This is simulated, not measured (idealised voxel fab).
process module | voxel double patterning
cross-section cut | 240 nm wide | cells 5 nm
A cross-section is a grid of square cells, given in bands from the top down. A band is one or more rows of cells.
Each band's line starts with the height of the band's top and of its bottom, in nm. Then come its materials from left to right, each with its width in nm. One material with "throughout" fills the band from edge to edge. "air" is empty space.
Height 0 is the level under which the wafer as received is all one material. The lowest band goes on downwards, as in "0 down".
A width such as "30 to 40" changes by the same amount from each row of cells to the next, from the band's top row to its bottom row.
"no change" after a step means that no cell of the cross-section changed.
closed voids: empty space of 8 cells or more with no open way to the top, each as width x height at its distance from the left edge, in nm
after a step's settings: what the simulator itself notes on the step
overlay nm, on a step with a mask: how far to the right of its planned place the mask lay; to the left if negative
plan
1 op RECEIVE | material Si
2 op CONFORMAL_DEP | material SiO2 | thk nm 10
3 op DIRECTIONAL_DEP | material polySi | thk nm 15
4 op DIRECTIONAL_DEP | material SiN | thk nm 10
5 op MASKED_ETCH | tone open | mask id FIRST | width nm 15 | pitch nm 50 | etch materials SiN | depth nm 10 | overlay nm 0
6 op MASKED_ETCH | tone open | mask id SECOND | width nm 15 | pitch nm 50 | etch materials SiN | depth nm 10 | overlay nm 0
7 op DIRECTIONAL_ETCH | etch materials polySi | depth nm 15
8 op STRIP | etch materials SiN
as received, after step 1
  0 down: Si throughout
  closed voids: none
a wafer at the end: this start, this plan, one mistake
  25 to 10: polySi 60 | air 20 | polySi 5 | air 15 | polySi 10 | air 20 | polySi 5 | air 15 | polySi 10 | air 20 | polySi 60
  10 to 0: SiO2 throughout
  0 down: Si throughout
  closed voids: none
what went wrong: step 5 ran as: op MASKED_ETCH | tone open | mask id FIRST | width nm 20 | pitch nm 50 | etch materials SiN | depth nm 10 | overlay nm 0
